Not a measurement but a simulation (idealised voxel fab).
Herein follows the process module entitled voxel tone inversion.
The figure presents cross-section cut, which has a width of 220 nm and is divided into square cells with an edge length of 5 nm.
Just so we're on the same page, the cross-sections are grids of square cells, and they're listed out in bands top to bottom, each band one or more rows deep.
Heads up on the band format: heights come first, top then bottom, in nm. After that it's the materials left to right, each with its width in nm. A single material flagged "all across" fills the whole band edge to edge, and "air" means there's empty space there.
Heights are expressed relative to 0, this being the level below which the as-received wafer comprises one material exclusively. The lowest band is unbounded in the downward direction and is denoted as in "from 0 down".
When a width is written as two numbers, as in "30 to 40", the first number is the width in the top row of cells of the band and the second is the width in its bottom row, and the width changes by the same amount from each row to the next.
You'll sometimes find "changes: none" written for a step, and that's the way of saying that nowhere in the cross-section did a cell change during that step.
Enclosed voids (no open way to top), threshold 8 cells or more, entry "Catalogued sealed voids", notation width x height at distance, distance from left edge, nm.
On a step's line, text after the settings is the simulator commenting on that step.
For masked steps, "overlay nm" on the step line gives how far right of plan the mask actually lay; a minus sign means it lay to the left.

Planned step list for the process:
1. RECEIVE with material Si
2. CONFORMAL_DEP with material SiCN, thk nm 10
3. DIRECTIONAL_DEP with material aC, thk nm 15
4. PATTERN with tone cover, mask id POSTS, material resist, width nm 25, pitch nm 55, thk nm 25, overlay nm 0
5. DIRECTIONAL_ETCH with etch materials aC, depth nm 15
6. STRIP with etch materials resist
7. FILL_DEP with material lowk, thk nm 5
8. CMP with height nm 25
9. STRIP with etch materials aC
10. CONFORMAL_DEP with material TiN, thk nm 5
11. FILL_DEP with material Ru, thk nm 10
12. CMP with height nm 25
13. CONFORMAL_DEP with material SiN, thk nm 5

The following pertains to the first of two wafers, which was processed as planned:

Cross-section, incoming material, after step 1:
  from 0 down: Si all across
  Catalogued sealed voids: none

Cross-section through the wafer, step 2 finished:
  from 10 to 0: SiCN all across
  Anything lower than 0 is untouched.

Cross-section through the wafer, step 3 finished:
  from 25 to 10: aC all across
  Anything lower than 10 is untouched.

Cross-section through the wafer, step 4 finished:
  from 50 to 25: 40 air, 25 resist, 30 air, 25 resist, 30 air, 25 resist, 45 air
  Anything lower than 25 is untouched.

Cross-section through the wafer, step 5 finished:
  from 35 to 25: 40 air, 25 resist, 30 air, 25 resist, 30 air, 25 resist, 45 air
  from 25 to 10: 40 air, 25 aC, 30 air, 25 aC, 30 air, 25 aC, 45 air
  Anything lower than 10 is untouched.

Cross-section through the wafer, step 6 finished:
  from 25 to 10: 40 air, 25 aC, 30 air, 25 aC, 30 air, 25 aC, 45 air
  Anything lower than 10 is untouched.

Cross-section through the wafer, step 7 finished:
  from 30 to 25: lowk all across
  from 25 to 10: 40 lowk, 25 aC, 30 lowk, 25 aC, 30 lowk, 25 aC, 45 lowk
  Anything lower than 10 is untouched.

Cross-section through the wafer, step 8 finished:
  from 25 to 10: 40 lowk, 25 aC, 30 lowk, 25 aC, 30 lowk, 25 aC, 45 lowk
  Anything lower than 10 is untouched.

Cross-section through the wafer, step 9 finished:
  from 25 to 10: 40 lowk, 25 air, 30 lowk, 25 air, 30 lowk, 25 air, 45 lowk
  Anything lower than 10 is untouched.

Cross-section through the wafer, step 10 finished:
  from 30 to 25: 45 TiN, 15 air, 40 TiN, 15 air, 40 TiN, 15 air, 50 TiN
  from 25 to 15: 40 lowk, 5 TiN, 15 air, 5 TiN, 30 lowk, 5 TiN, 15 air, 5 TiN, 30 lowk, 5 TiN, 15 air, 5 TiN, 45 lowk
  from 15 to 10: 40 lowk, 25 TiN, 30 lowk, 25 TiN, 30 lowk, 25 TiN, 45 lowk
  Anything lower than 10 is untouched.

Cross-section through the wafer, step 11 finished:
  from 40 to 30: Ru all across
  from 30 to 25: 45 TiN, 15 Ru, 40 TiN, 15 Ru, 40 TiN, 15 Ru, 50 TiN
  from 25 to 15: 40 lowk, 5 TiN, 15 Ru, 5 TiN, 30 lowk, 5 TiN, 15 Ru, 5 TiN, 30 lowk, 5 TiN, 15 Ru, 5 TiN, 45 lowk
  Anything lower than 15 is untouched.

Cross-section through the wafer, step 12 finished:
  from 25 to 15: 40 lowk, 5 TiN, 15 Ru, 5 TiN, 30 lowk, 5 TiN, 15 Ru, 5 TiN, 30 lowk, 5 TiN, 15 Ru, 5 TiN, 45 lowk
  Anything lower than 15 is untouched.

Cross-section through the wafer, step 13 finished:
  from 30 to 25: SiN all across
  Anything lower than 25 is untouched.

Second wafer, same starting conditions and recipe as the first, one mistake in executing it, nothing differs from the first up to and including step 1:

Second wafer, cross-section, planned end of step 2:
  from 15 to 0: aC all across
  Anything lower than 0 is untouched.

Second wafer, cross-section, planned end of step 3:
  from 25 to 15: SiCN all across
  Anything lower than 15 is untouched.

Second wafer, cross-section, planned end of step 4:
  from 50 to 25: 40 air, 25 resist, 30 air, 25 resist, 30 air, 25 resist, 45 air
  Anything lower than 25 is untouched.

Second wafer, cross-section, planned end of step 5:
  from 35 to 25: 40 air, 25 resist, 30 air, 25 resist, 30 air, 25 resist, 45 air
  Anything lower than 25 is untouched.

Second wafer, cross-section, planned end of step 6:
  from 25 to 15: SiCN all across
  Anything lower than 15 is untouched.

Second wafer, cross-section, planned end of step 7:
  from 30 to 25: lowk all across
  Anything lower than 25 is untouched.

Second wafer, cross-section, planned end of step 8:
  from 25 to 15: SiCN all across
  Anything lower than 15 is untouched.

Second wafer, cross-section, planned end of step 9: changes: none

Second wafer, cross-section, planned end of step 10:
  from 30 to 25: TiN all across
  Anything lower than 25 is untouched.

Second wafer, cross-section, planned end of step 11:
  from 40 to 30: Ru all across
  Anything lower than 30 is untouched.

Second wafer, cross-section, planned end of step 12:
  from 25 to 15: SiCN all across
  Anything lower than 15 is untouched.

Second wafer, cross-section, planned end of step 13:
  from 30 to 25: SiN all across
  Anything lower than 25 is untouched.
So what did we get wrong on this run? steps 2 and 3 traded places in the executed sequence
Count the cells at the end and the second wafer has more or fewer of some materials than the first: 18 fewer of Ru; 27 fewer of TiN; 132 more of aC; 87 fewer of lowk
